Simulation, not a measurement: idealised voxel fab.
The document below concerns the process module designated voxel wiring stack.
Cross-sectional view cut (width: 190 nm; square cell size: 5 nm).
Think of the cross-section as a grid of square cells. We describe it in bands, top to bottom, and each band covers one or more rows of those cells. First you get the band's top height and its bottom height, in nm, and then the materials it's made of, left to right, with each width in nm. If you see a single material with "full width", that one covers the band edge to edge. "air" is empty space. The reference from which all heights are counted is 0, the level beneath which the as-received wafer is entirely one material; the lowest band, having no lower bound, proceeds downward and is written after the example "top 0, no bottom". You'd read "30 to 40" like this: the band's top row of cells is as wide as the first number, its bottom row is as wide as the second, and going down, every row changes width by the same amount as the row before did. "remained unchanged" (step): cross-section cells unchanged, all of them. "Fully sealed cavities" - sealed voids, min. 8 cells, no opening to top; format: width x height at distance (distance from left edge; nm throughout). Post-settings text on a step line: simulator's own remark regarding the step. The line of a step may include "overlay nm". On a step with a mask, this value is how far to the right of its planned place the mask lay. A negative value means the mask lay to the left.
This section lists the process steps that were planned:
1) RECEIVE | material Si
2) CONFORMAL_DEP | material SiO2 | thk nm 10
3) CONFORMAL_DEP | material SiCN | thk nm 5
4) DIRECTIONAL_DEP | material lowk | thk nm 20
5) MASKED_ETCH | tone open | mask id METAL_1 | width nm 25 | pitch nm 40 | etch materials lowk | depth nm 20 | overlay nm 0
6) MASKED_ETCH | tone open | mask id METAL_1 | width nm 25 | pitch nm 40 | etch materials SiCN | depth nm 5 | overlay nm 0
7) CONFORMAL_DEP | material TiN | thk nm 5
8) FILL_DEP | material W | thk nm 10
9) CMP | height nm 35
10) CONFORMAL_DEP | material SiCN | thk nm 5
11) DIRECTIONAL_DEP | material lowk | thk nm 10
12) PATTERN | tone open | mask id PLUG_1 | material resist | width nm 15 | pitch nm 40 | thk nm 20 | overlay nm 0
13) DIRECTIONAL_ETCH | etch materials lowk | depth nm 10
14) DIRECTIONAL_ETCH | etch materials SiCN | depth nm 5
15) STRIP | etch materials resist
16) EPI | material Ru | thk nm 10
17) EPI | material Ru | thk nm 5
18) CONFORMAL_DEP | material SiCN | thk nm 5
19) DIRECTIONAL_DEP | material lowk | thk nm 15
20) DIRECTIONAL_DEP | material aC | thk nm 10
21) PATTERN | tone open | mask id METAL_2 | material resist | width nm 25 | pitch nm 40 | thk nm 25 | overlay nm 0
22) DIRECTIONAL_ETCH | etch materials aC | depth nm 10
23) STRIP | etch materials resist
24) DIRECTIONAL_ETCH | etch materials lowk | depth nm 15
25) DIRECTIONAL_ETCH | etch materials SiCN | depth nm 5
26) STRIP | etch materials aC
27) CONFORMAL_DEP | material TiN | thk nm 5
28) FILL_DEP | material Ru | thk nm 10
29) CMP | height nm 70
30) EPI | material Ru | thk nm 5
31) FILL_DEP | material SiCN | thk nm 5
32) DIRECTIONAL_DEP | material lowk | thk nm 30
33) MASKED_ETCH | tone open | mask id METAL_3 | width nm 25 | pitch nm 40 | etch materials lowk | depth nm 20 | overlay nm 0
34) DIRECTIONAL_DEP | material aC | thk nm 15
35) PATTERN | tone open | mask id METAL_3_HOLES | material resist | width nm 15 | thk nm 35 | overlay nm 0
36) DIRECTIONAL_ETCH | etch materials aC | depth nm 15
37) STRIP | etch materials resist
38) DIRECTIONAL_ETCH | etch materials lowk | depth nm 10
39) DIRECTIONAL_ETCH | etch materials SiCN | depth nm 5
40) STRIP | etch materials aC
41) CONFORMAL_DEP | material TiN | thk nm 5
42) FILL_DEP | material Ru | thk nm 5
43) CMP | height nm 110
44) CONFORMAL_DEP | material SiN | thk nm 5
First out of two wafers; run went to plan:
As received, after step 1:
    top 0, no bottom  Si full width
    Fully sealed cavities: none
After step 2, in cross-section:
    top 10, bottom 0  SiO2 full width
    Heights below 0 show no change.
After step 3, in cross-section:
    top 15, bottom 10  SiCN full width
    Heights below 10 show no change.
After step 4, in cross-section:
    top 35, bottom 15  lowk full width
    Heights below 15 show no change.
After step 5, in cross-section:
    top 35, bottom 15  60 lowk; 25 air; 15 lowk; 25 air; 65 lowk
    Heights below 15 show no change.
After step 6, in cross-section:
    top 35, bottom 15  60 lowk; 25 air; 15 lowk; 25 air; 65 lowk
    top 15, bottom 10  60 SiCN; 25 air; 15 SiCN; 25 air; 65 SiCN
    Heights below 10 show no change.
After step 7, in cross-section:
    top 40, bottom 35  65 TiN; 15 air; 25 TiN; 15 air; 70 TiN
    top 35, bottom 15  60 lowk; 5 TiN; 15 air; 5 TiN; 15 lowk; 5 TiN; 15 air; 5 TiN; 65 lowk
    top 15, bottom 10  60 SiCN; 25 TiN; 15 SiCN; 25 TiN; 65 SiCN
    Heights below 10 show no change.
After step 8, in cross-section:
    top 50, bottom 40  W full width
    top 40, bottom 35  65 TiN; 15 W; 25 TiN; 15 W; 70 TiN
    top 35, bottom 15  60 lowk; 5 TiN; 15 W; 5 TiN; 15 lowk; 5 TiN; 15 W; 5 TiN; 65 lowk
    Heights below 15 show no change.
After step 9, in cross-section:
    top 35, bottom 15  60 lowk; 5 TiN; 15 W; 5 TiN; 15 lowk; 5 TiN; 15 W; 5 TiN; 65 lowk
    Heights below 15 show no change.
After step 10, in cross-section:
    top 40, bottom 35  SiCN full width
    Heights below 35 show no change.
After step 11, in cross-section:
    top 50, bottom 40  lowk full width
    Heights below 40 show no change.
After step 12, in cross-section:
    top 70, bottom 50  60 resist; 15 air; 25 resist; 15 air; 75 resist
    Heights below 50 show no change.
After step 13, in cross-section:
    top 70, bottom 50  60 resist; 15 air; 25 resist; 15 air; 75 resist
    top 50, bottom 40  60 lowk; 15 air; 25 lowk; 15 air; 75 lowk
    Heights below 40 show no change.
After step 14, in cross-section:
    top 70, bottom 50  60 resist; 15 air; 25 resist; 15 air; 75 resist
    top 50, bottom 40  60 lowk; 15 air; 25 lowk; 15 air; 75 lowk
    top 40, bottom 35  60 SiCN; 15 air; 25 SiCN; 15 air; 75 SiCN
    Heights below 35 show no change.
After step 15, in cross-section:
    top 50, bottom 40  60 lowk; 15 air; 25 lowk; 15 air; 75 lowk
    Heights below 40 show no change.
After step 16, in cross-section:
    top 50, bottom 45  60 lowk; 15 air; 25 lowk; 15 air; 75 lowk
    top 45, bottom 40  60 lowk; 15 Ru; 25 lowk; 15 Ru; 75 lowk
    top 40, bottom 35  60 SiCN; 15 Ru; 25 SiCN; 15 Ru; 75 SiCN
    Heights below 35 show no change.
After step 17, in cross-section:
    top 50, bottom 40  60 lowk; 15 Ru; 25 lowk; 15 Ru; 75 lowk
    Heights below 40 show no change.
After step 18, in cross-section:
    top 55, bottom 50  SiCN full width
    Heights below 50 show no change.
After step 19, in cross-section:
    top 70, bottom 55  lowk full width
    Heights below 55 show no change.
After step 20, in cross-section:
    top 80, bottom 70  aC full width
    Heights below 70 show no change.
After step 21, in cross-section:
    top 105, bottom 80  60 resist; 25 air; 15 resist; 25 air; 65 resist
    Heights below 80 show no change.
After step 22, in cross-section:
    top 95, bottom 80  60 resist; 25 air; 15 resist; 25 air; 65 resist
    top 80, bottom 70  60 aC; 25 air; 15 aC; 25 air; 65 aC
    Heights below 70 show no change.
After step 23, in cross-section:
    top 80, bottom 70  60 aC; 25 air; 15 aC; 25 air; 65 aC
    Heights below 70 show no change.
After step 24, in cross-section:
    top 80, bottom 70  60 aC; 25 air; 15 aC; 25 air; 65 aC
    top 70, bottom 55  60 lowk; 25 air; 15 lowk; 25 air; 65 lowk
    Heights below 55 show no change.
After step 25, in cross-section:
    top 80, bottom 70  60 aC; 25 air; 15 aC; 25 air; 65 aC
    top 70, bottom 55  60 lowk; 25 air; 15 lowk; 25 air; 65 lowk
    top 55, bottom 50  60 SiCN; 25 air; 15 SiCN; 25 air; 65 SiCN
    Heights below 50 show no change.
After step 26, in cross-section:
    top 70, bottom 55  60 lowk; 25 air; 15 lowk; 25 air; 65 lowk
    Heights below 55 show no change.
After step 27, in cross-section:
    top 75, bottom 70  65 TiN; 15 air; 25 TiN; 15 air; 70 TiN
    top 70, bottom 55  60 lowk; 5 TiN; 15 air; 5 TiN; 15 lowk; 5 TiN; 15 air; 5 TiN; 65 lowk
    top 55, bottom 50  60 SiCN; 25 TiN; 15 SiCN; 25 TiN; 65 SiCN
    Heights below 50 show no change.
After step 28, in cross-section:
    top 85, bottom 75  Ru full width
    top 75, bottom 70  65 TiN; 15 Ru; 25 TiN; 15 Ru; 70 TiN
    top 70, bottom 55  60 lowk; 5 TiN; 15 Ru; 5 TiN; 15 lowk; 5 TiN; 15 Ru; 5 TiN; 65 lowk
    Heights below 55 show no change.
After step 29, in cross-section:
    top 70, bottom 55  60 lowk; 5 TiN; 15 Ru; 5 TiN; 15 lowk; 5 TiN; 15 Ru; 5 TiN; 65 lowk
    Heights below 55 show no change.
After step 30, in cross-section:
    top 75, bottom 70  55 air; 35 Ru; 5 air; 35 Ru; 60 air
    Heights below 70 show no change.
After step 31, in cross-section:
    top 80, bottom 75  SiCN full width
    top 75, bottom 70  55 SiCN; 35 Ru; 5 SiCN; 35 Ru; 60 SiCN
    Heights below 70 show no change.
After step 32, in cross-section:
    top 110, bottom 80  lowk full width
    Heights below 80 show no change.
After step 33, in cross-section:
    top 110, bottom 90  60 lowk; 25 air; 15 lowk; 25 air; 65 lowk
    Heights below 90 show no change.
After step 34, in cross-section:
    top 125, bottom 110  60 aC; 25 air; 15 aC; 25 air; 65 aC
    top 110, bottom 105  60 lowk; 25 air; 15 lowk; 25 air; 65 lowk
    top 105, bottom 90  60 lowk; 25 aC; 15 lowk; 25 aC; 65 lowk
    Heights below 90 show no change.
After step 35, in cross-section:
    top 160, bottom 125  60 resist; 15 air; 115 resist
    top 125, bottom 110  60 aC; 15 air; 10 resist; 15 aC; 25 resist; 65 aC
    top 110, bottom 105  60 lowk; 15 air; 10 resist; 15 lowk; 25 resist; 65 lowk
    Heights below 105 show no change.
After step 36, in cross-section:
    top 145, bottom 125  60 resist; 15 air; 115 resist
    top 125, bottom 110  60 aC; 15 air; 10 resist; 15 aC; 25 resist; 65 aC
    top 110, bottom 105  60 lowk; 15 air; 10 resist; 15 lowk; 25 resist; 65 lowk
    top 105, bottom 90  60 lowk; 15 air; 10 aC; 15 lowk; 25 aC; 65 lowk
    Heights below 90 show no change.
After step 37, in cross-section:
    top 125, bottom 110  60 aC; 25 air; 15 aC; 25 air; 65 aC
    top 110, bottom 105  60 lowk; 25 air; 15 lowk; 25 air; 65 lowk
    Heights below 105 show no change.
After step 38, in cross-section:
    top 125, bottom 110  60 aC; 25 air; 15 aC; 25 air; 65 aC
    top 110, bottom 105  60 lowk; 25 air; 15 lowk; 25 air; 65 lowk
    top 105, bottom 90  60 lowk; 15 air; 10 aC; 15 lowk; 25 aC; 65 lowk
    top 90, bottom 80  60 lowk; 15 air; 115 lowk
    Heights below 80 show no change.
After step 39, in cross-section:
    top 125, bottom 110  60 aC; 25 air; 15 aC; 25 air; 65 aC
    top 110, bottom 105  60 lowk; 25 air; 15 lowk; 25 air; 65 lowk
    top 105, bottom 90  60 lowk; 15 air; 10 aC; 15 lowk; 25 aC; 65 lowk
    top 90, bottom 80  60 lowk; 15 air; 115 lowk
    top 80, bottom 75  60 SiCN; 15 air; 115 SiCN
    Heights below 75 show no change.
After step 40, in cross-section:
    top 110, bottom 90  60 lowk; 25 air; 15 lowk; 25 air; 65 lowk
    Heights below 90 show no change.
After step 41, in cross-section:
    top 115, bottom 110  65 TiN; 15 air; 25 TiN; 15 air; 70 TiN
    top 110, bottom 95  60 lowk; 5 TiN; 15 air; 5 TiN; 15 lowk; 5 TiN; 15 air; 5 TiN; 65 lowk
    top 95, bottom 90  60 lowk; 5 TiN; 5 air; 15 TiN; 15 lowk; 25 TiN; 65 lowk
    top 90, bottom 80  60 lowk; 5 TiN; 5 air; 5 TiN; 115 lowk
    top 80, bottom 75  60 SiCN; 15 TiN; 115 SiCN
    Heights below 75 show no change.
After step 42, in cross-section:
    top 120, bottom 115  Ru full width
    top 115, bottom 110  65 TiN; 15 Ru; 25 TiN; 15 Ru; 70 TiN
    top 110, bottom 95  60 lowk; 5 TiN; 15 Ru; 5 TiN; 15 lowk; 5 TiN; 15 Ru; 5 TiN; 65 lowk
    top 95, bottom 90  60 lowk; 5 TiN; 5 Ru; 15 TiN; 15 lowk; 25 TiN; 65 lowk
    top 90, bottom 80  60 lowk; 5 TiN; 5 Ru; 5 TiN; 115 lowk
    Heights below 80 show no change.
After step 43, in cross-section:
    top 110, bottom 95  60 lowk; 5 TiN; 15 Ru; 5 TiN; 15 lowk; 5 TiN; 15 Ru; 5 TiN; 65 lowk
    Heights below 95 show no change.
After step 44, in cross-section:
    top 115, bottom 110  SiN full width
    Heights below 110 show no change.
The Second Wafer: Common Origin and Plan, One Mistake in Execution, Identical to the First Through Step 11:
The second wafer in cross-section, at the planned close of step 12:
    top 70, bottom 50  60 air; 15 resist; 25 air; 15 resist; 75 air
    Heights below 50 show no change.
The second wafer in cross-section, at the planned close of step 13:
    top 70, bottom 50  60 air; 15 resist; 25 air; 15 resist; 75 air
    top 50, bottom 40  60 air; 15 lowk; 25 air; 15 lowk; 75 air
    Heights below 40 show no change.
The second wafer in cross-section, at the planned close of step 14:
    top 70, bottom 50  60 air; 15 resist; 25 air; 15 resist; 75 air
    top 50, bottom 40  60 air; 15 lowk; 25 air; 15 lowk; 75 air
    top 40, bottom 35  60 air; 15 SiCN; 25 air; 15 SiCN; 75 air
    Heights below 35 show no change.
The second wafer in cross-section, at the planned close of step 15:
    top 50, bottom 40  60 air; 15 lowk; 25 air; 15 lowk; 75 air
    Heights below 40 show no change.
The second wafer in cross-section, at the planned close of step 16:
    top 50, bottom 45  60 air; 15 lowk; 25 air; 15 lowk; 75 air
    top 45, bottom 40  60 air; 15 lowk; 20 Ru; 5 air; 15 lowk; 20 Ru; 55 air
    top 40, bottom 35  60 air; 15 SiCN; 20 Ru; 5 air; 15 SiCN; 20 Ru; 55 air
    Heights below 35 show no change.
The second wafer in cross-section, at the planned close of step 17:
    top 50, bottom 40  60 air; 15 lowk; 25 Ru; 15 lowk; 25 Ru; 50 air
    top 40, bottom 35  60 air; 15 SiCN; 25 Ru; 15 SiCN; 25 Ru; 50 air
    Heights below 35 show no change.
The second wafer in cross-section, at the planned close of step 18:
    top 55, bottom 50  55 air; 90 SiCN; 45 air
    top 50, bottom 40  55 air; 5 SiCN; 15 lowk; 25 Ru; 15 lowk; 25 Ru; 5 SiCN; 45 air
    top 40, bottom 35  75 SiCN; 25 Ru; 15 SiCN; 25 Ru; 50 SiCN
    Heights below 35 show no change.
The second wafer in cross-section, at the planned close of step 19:
    top 70, bottom 55  55 air; 90 lowk; 45 air
    top 55, bottom 50  55 lowk; 90 SiCN; 45 lowk
    top 50, bottom 40  55 lowk; 5 SiCN; 15 lowk; 25 Ru; 15 lowk; 25 Ru; 5 SiCN; 45 lowk
    Heights below 40 show no change.
The second wafer in cross-section, at the planned close of step 20:
    top 80, bottom 70  55 air; 90 aC; 45 air
    top 70, bottom 65  55 air; 90 lowk; 45 air
    top 65, bottom 55  55 aC; 90 lowk; 45 aC
    Heights below 55 show no change.
The second wafer in cross-section, at the planned close of step 21:
    top 105, bottom 80  60 resist; 25 air; 15 resist; 25 air; 65 resist
    top 80, bottom 70  55 resist; 90 aC; 45 resist
    top 70, bottom 65  55 resist; 90 lowk; 45 resist
    Heights below 65 show no change.
The second wafer in cross-section, at the planned close of step 22:
    top 95, bottom 80  60 resist; 25 air; 15 resist; 25 air; 65 resist
    top 80, bottom 70  55 resist; 5 aC; 25 air; 15 aC; 25 air; 20 aC; 45 resist
    Heights below 70 show no change.
The second wafer in cross-section, at the planned close of step 23:
    top 80, bottom 70  55 air; 5 aC; 25 air; 15 aC; 25 air; 20 aC; 45 air
    top 70, bottom 65  55 air; 90 lowk; 45 air
    Heights below 65 show no change.
The second wafer in cross-section, at the planned close of step 24:
    top 80, bottom 70  55 air; 5 aC; 25 air; 15 aC; 25 air; 20 aC; 45 air
    top 70, bottom 65  55 air; 5 lowk; 25 air; 15 lowk; 25 air; 20 lowk; 45 air
    top 65, bottom 55  55 aC; 5 lowk; 25 air; 15 lowk; 25 air; 20 lowk; 45 aC
    Heights below 55 show no change.
The second wafer in cross-section, at the planned close of step 25:
    top 80, bottom 70  55 air; 5 aC; 25 air; 15 aC; 25 air; 20 aC; 45 air
    top 70, bottom 65  55 air; 5 lowk; 25 air; 15 lowk; 25 air; 20 lowk; 45 air
    top 65, bottom 55  55 aC; 5 lowk; 25 air; 15 lowk; 25 air; 20 lowk; 45 aC
    top 55, bottom 50  55 lowk; 5 SiCN; 25 air; 15 SiCN; 25 air; 20 SiCN; 45 lowk
    Heights below 50 show no change.
The second wafer in cross-section, at the planned close of step 26:
    top 70, bottom 55  55 air; 5 lowk; 25 air; 15 lowk; 25 air; 20 lowk; 45 air
    Heights below 55 show no change.
The second wafer in cross-section, at the planned close of step 27:
    top 75, bottom 70  50 air; 15 TiN; 15 air; 25 TiN; 15 air; 30 TiN; 40 air
    top 70, bottom 60  50 air; 5 TiN; 5 lowk; 5 TiN; 15 air; 5 TiN; 15 lowk; 5 TiN; 15 air; 5 TiN; 20 lowk; 5 TiN; 40 air
    top 60, bottom 55  55 TiN; 5 lowk; 5 TiN; 15 air; 5 TiN; 15 lowk; 5 TiN; 15 air; 5 TiN; 20 lowk; 45 TiN
    top 55, bottom 50  55 lowk; 5 SiCN; 25 TiN; 15 SiCN; 25 TiN; 20 SiCN; 45 lowk
    Heights below 50 show no change.
The second wafer in cross-section, at the planned close of step 28:
    top 85, bottom 75  Ru full width
    top 75, bottom 70  50 Ru; 15 TiN; 15 Ru; 25 TiN; 15 Ru; 30 TiN; 40 Ru
    top 70, bottom 60  50 Ru; 5 TiN; 5 lowk; 5 TiN; 15 Ru; 5 TiN; 15 lowk; 5 TiN; 15 Ru; 5 TiN; 20 lowk; 5 TiN; 40 Ru
    top 60, bottom 55  55 TiN; 5 lowk; 5 TiN; 15 Ru; 5 TiN; 15 lowk; 5 TiN; 15 Ru; 5 TiN; 20 lowk; 45 TiN
    Heights below 55 show no change.
The second wafer in cross-section, at the planned close of step 29:
    top 70, bottom 60  50 Ru; 5 TiN; 5 lowk; 5 TiN; 15 Ru; 5 TiN; 15 lowk; 5 TiN; 15 Ru; 5 TiN; 20 lowk; 5 TiN; 40 Ru
    Heights below 60 show no change.
The second wafer in cross-section, at the planned close of step 30:
    top 75, bottom 70  90 Ru; 5 air; 35 Ru; 10 air; 50 Ru
    Heights below 70 show no change.
The second wafer in cross-section, at the planned close of step 31:
    top 80, bottom 75  SiCN full width
    top 75, bottom 70  90 Ru; 5 SiCN; 35 Ru; 10 SiCN; 50 Ru
    Heights below 70 show no change.
The second wafer in cross-section, at the planned close of step 32:
    top 110, bottom 80  lowk full width
    Heights below 80 show no change.
The second wafer in cross-section, at the planned close of step 33:
    top 110, bottom 90  60 lowk; 25 air; 15 lowk; 25 air; 65 lowk
    Heights below 90 show no change.
The second wafer in cross-section, at the planned close of step 34:
    top 125, bottom 110  60 aC; 25 air; 15 aC; 25 air; 65 aC
    top 110, bottom 105  60 lowk; 25 air; 15 lowk; 25 air; 65 lowk
    top 105, bottom 90  60 lowk; 25 aC; 15 lowk; 25 aC; 65 lowk
    Heights below 90 show no change.
The second wafer in cross-section, at the planned close of step 35:
    top 160, bottom 125  60 resist; 15 air; 115 resist
    top 125, bottom 110  60 aC; 15 air; 10 resist; 15 aC; 25 resist; 65 aC
    top 110, bottom 105  60 lowk; 15 air; 10 resist; 15 lowk; 25 resist; 65 lowk
    Heights below 105 show no change.
The second wafer in cross-section, at the planned close of step 36:
    top 145, bottom 125  60 resist; 15 air; 115 resist
    top 125, bottom 110  60 aC; 15 air; 10 resist; 15 aC; 25 resist; 65 aC
    top 110, bottom 105  60 lowk; 15 air; 10 resist; 15 lowk; 25 resist; 65 lowk
    top 105, bottom 90  60 lowk; 15 air; 10 aC; 15 lowk; 25 aC; 65 lowk
    Heights below 90 show no change.
The second wafer in cross-section, at the planned close of step 37:
    top 125, bottom 110  60 aC; 25 air; 15 aC; 25 air; 65 aC
    top 110, bottom 105  60 lowk; 25 air; 15 lowk; 25 air; 65 lowk
    Heights below 105 show no change.
The second wafer in cross-section, at the planned close of step 38:
    top 125, bottom 110  60 aC; 25 air; 15 aC; 25 air; 65 aC
    top 110, bottom 105  60 lowk; 25 air; 15 lowk; 25 air; 65 lowk
    top 105, bottom 90  60 lowk; 15 air; 10 aC; 15 lowk; 25 aC; 65 lowk
    top 90, bottom 80  60 lowk; 15 air; 115 lowk
    Heights below 80 show no change.
The second wafer in cross-section, at the planned close of step 39:
    top 125, bottom 110  60 aC; 25 air; 15 aC; 25 air; 65 aC
    top 110, bottom 105  60 lowk; 25 air; 15 lowk; 25 air; 65 lowk
    top 105, bottom 90  60 lowk; 15 air; 10 aC; 15 lowk; 25 aC; 65 lowk
    top 90, bottom 80  60 lowk; 15 air; 115 lowk
    top 80, bottom 75  60 SiCN; 15 air; 115 SiCN
    Heights below 75 show no change.
The second wafer in cross-section, at the planned close of step 40:
    top 110, bottom 90  60 lowk; 25 air; 15 lowk; 25 air; 65 lowk
    Heights below 90 show no change.
The second wafer in cross-section, at the planned close of step 41:
    top 115, bottom 110  65 TiN; 15 air; 25 TiN; 15 air; 70 TiN
    top 110, bottom 95  60 lowk; 5 TiN; 15 air; 5 TiN; 15 lowk; 5 TiN; 15 air; 5 TiN; 65 lowk
    top 95, bottom 90  60 lowk; 5 TiN; 5 air; 15 TiN; 15 lowk; 25 TiN; 65 lowk
    top 90, bottom 80  60 lowk; 5 TiN; 5 air; 5 TiN; 115 lowk
    top 80, bottom 75  60 SiCN; 15 TiN; 115 SiCN
    Heights below 75 show no change.
The second wafer in cross-section, at the planned close of step 42:
    top 120, bottom 115  Ru full width
    top 115, bottom 110  65 TiN; 15 Ru; 25 TiN; 15 Ru; 70 TiN
    top 110, bottom 95  60 lowk; 5 TiN; 15 Ru; 5 TiN; 15 lowk; 5 TiN; 15 Ru; 5 TiN; 65 lowk
    top 95, bottom 90  60 lowk; 5 TiN; 5 Ru; 15 TiN; 15 lowk; 25 TiN; 65 lowk
    top 90, bottom 80  60 lowk; 5 TiN; 5 Ru; 5 TiN; 115 lowk
    Heights below 80 show no change.
The second wafer in cross-section, at the planned close of step 43:
    top 110, bottom 95  60 lowk; 5 TiN; 15 Ru; 5 TiN; 15 lowk; 5 TiN; 15 Ru; 5 TiN; 65 lowk
    Heights below 95 show no change.
The second wafer in cross-section, at the planned close of step 44:
    top 115, bottom 110  SiN full width
    Heights below 110 show no change.
Run error: heads up, step 12 didn't go per plan, it actually ran as PATTERN | tone cover | mask id PLUG_1 | material resist | width nm 15 | pitch nm 40 | thk nm 20 | overlay nm 0
The closing comparison, in cells, has the second wafer with more or fewer of some materials than the first: Ru +69; SiCN -41; TiN +24; lowk -52
